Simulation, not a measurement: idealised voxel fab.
This section sets out a process module, namely voxel capacitor over wiring.
FYI the section here is cut, 290 nm wide, cells are 5 nm squares.
Heads up, the way a cross-section reads in here is a grid of square cells, handed over as bands from the top down, with every band being one or more rows of cells. This entry defines a band. It first specifies the height of the band's top and the height of its bottom in nm, and then specifies the band's materials from left to right, stating each material with its width in nm. The word "all across" identifies a single material that fills the band from edge to edge, while the word "air" identifies empty space. Height is counted from the level 0, under which the received wafer is composed throughout of one material. The lowest of the bands is not closed at the bottom but continues downward, in the notation "z 0 and below". Note: "30 to 40" means the width goes from the first number (top row of the band) to the second number (bottom row) in equal steps per row of cells. Basically "stayed the same" means that step didn't change any cell in the cross-section. Empty spaces without an open route to the top, at least 8 cells in extent, make up the entry "Sealed internal voids"; each is given as width x height at distance, where the distance is measured from the left edge, and all are in nm. That trailing text on a step's line, after the settings, is the simulator's own remark on the step. Regarding "overlay nm": on a step with a mask, it is the distance the mask lay to the right of its planned place; a negative value places it to the left.

plan:
- 1: RECEIVE: material Si
- 2: CONFORMAL_DEP: material SiO2, thk nm 10
- 3: CONFORMAL_DEP: material SiCN, thk nm 5
- 4: DIRECTIONAL_DEP: material SiO2, thk nm 20
- 5: MASKED_ETCH: tone open, mask id METAL_1, width nm 20, pitch nm 80, etch materials SiO2, depth nm 20, overlay nm 0
- 6: MASKED_ETCH: tone open, mask id METAL_1, width nm 20, pitch nm 80, etch materials SiCN, depth nm 5, overlay nm 0
- 7: CONFORMAL_DEP: material TiN, thk nm 5
- 8: FILL_DEP: material Cu, thk nm 5
- 9: CMP: height nm 35
- 10: EPI: material Ru, thk nm 5
- 11: FILL_DEP: material SiCN, thk nm 5
- 12: DIRECTIONAL_DEP: material lowk, thk nm 10
- 13: MASKED_ETCH: tone open, mask id PLUG_1, width nm 15, etch materials lowk, depth nm 10, overlay nm 0
- 14: MASKED_ETCH: tone open, mask id PLUG_1, width nm 15, etch materials SiCN, depth nm 5, overlay nm 0
- 15: CONFORMAL_DEP: material TiN, thk nm 5
- 16: FILL_DEP: material Ru, thk nm 5
- 17: CMP: height nm 55
- 18: DIRECTIONAL_DEP: material TiN, thk nm 5
- 19: DIRECTIONAL_DEP: material Al2O3, thk nm 5
- 20: DIRECTIONAL_DEP: material TiN, thk nm 5
- 21: MASKED_ETCH: tone cover, mask id UPPER_PLATE, width nm 65, etch materials TiN, depth nm 5, overlay nm 0
- 22: MASKED_ETCH: tone cover, mask id UPPER_PLATE, width nm 65, etch materials Al2O3, depth nm 5, overlay nm 0
- 23: MASKED_ETCH: tone cover, mask id LOWER_PLATE, width nm 75, etch materials TiN, depth nm 5, overlay nm 0
- 24: FILL_DEP: material SiO2, thk nm 15
- 25: CMP: height nm 80
- 26: MASKED_ETCH: tone open, mask id PLUG_2, width nm 15, etch materials SiO2, depth nm 10, overlay nm 0
- 27: CONFORMAL_DEP: material TiN, thk nm 5
- 28: FILL_DEP: material Cu, thk nm 5
- 29: CMP: height nm 80
- 30: CONFORMAL_DEP: material SiN, thk nm 5

as received, after step 1:
z 0 and below  Si all across
Sealed internal voids: none

First of two wafers at the end of the module, shown in cross-section; run carried out as planned:
z 85 to 80  SiN all across
z 80 to 75  SiO2 110 nm  TiN 5 nm  Cu 5 nm  TiN 5 nm  SiO2 165 nm
z 75 to 65  SiO2 110 to 100 nm  TiN 15 to 65 nm  SiO2 165 to 125 nm
z 65 to 60  SiO2 100 nm  Al2O3 65 nm  SiO2 125 nm
z 60 to 55  SiO2 95 nm  TiN 75 nm  SiO2 120 nm
z 55 to 45  lowk 100 nm  TiN 5 nm  Ru 5 nm  TiN 5 nm  lowk 175 nm
z 45 to 40  SiCN 100 nm  TiN 15 nm  SiCN 175 nm
z 40 to 35  SiCN 90 nm  Ru 30 nm  SiCN 50 nm  Ru 30 nm  SiCN 90 nm
z 35 to 15  SiO2 95 nm  TiN 5 nm  Cu 10 nm  TiN 5 nm  SiO2 60 nm  TiN 5 nm  Cu 10 nm  TiN 5 nm  SiO2 95 nm
z 15 to 10  SiCN 95 nm  TiN 20 nm  SiCN 60 nm  TiN 20 nm  SiCN 95 nm
z 10 to 0  SiO2 all across
z 0 and below  Si all across
Sealed internal voids: none

This is the second of the two wafers, cross-sectioned at the end of the module; it started exactly like the first and was given the same plan, but it was run with one mistake:
z 85 to 80  SiN all across
z 80 to 75  SiO2 110 nm  TiN 5 nm  Cu 5 nm  TiN 5 nm  SiO2 165 nm
z 75 to 70  SiO2 110 nm  TiN 15 nm  SiO2 165 nm
z 70 to 65  SiO2 95 nm  TiN 5 nm  SiO2 65 nm  TiN 5 nm  SiO2 120 nm
z 65 to 60  Al2O3 all across
z 60 to 55  TiN all across
z 55 to 45  lowk 100 nm  TiN 5 nm  Ru 5 nm  TiN 5 nm  lowk 175 nm
z 45 to 40  SiCN 100 nm  TiN 15 nm  SiCN 175 nm
z 40 to 35  SiCN 90 nm  Ru 30 nm  SiCN 50 nm  Ru 30 nm  SiCN 90 nm
z 35 to 15  SiO2 95 nm  TiN 5 nm  Cu 10 nm  TiN 5 nm  SiO2 60 nm  TiN 5 nm  Cu 10 nm  TiN 5 nm  SiO2 95 nm
z 15 to 10  SiCN 95 nm  TiN 20 nm  SiCN 60 nm  TiN 20 nm  SiCN 95 nm
z 10 to 0  SiO2 all across
z 0 and below  Si all across
Sealed internal voids: none
The mistake made against the process plan was this: note that step 21 departed from the planned setting and was carried out as MASKED_ETCH: tone open, mask id UPPER_PLATE, width nm 65, etch materials TiN, depth nm 5, overlay nm 0
Final comparison by cell count, materials where the second wafer has more or fewer than the first: +45 Al2O3; -77 SiO2; +32 TiN
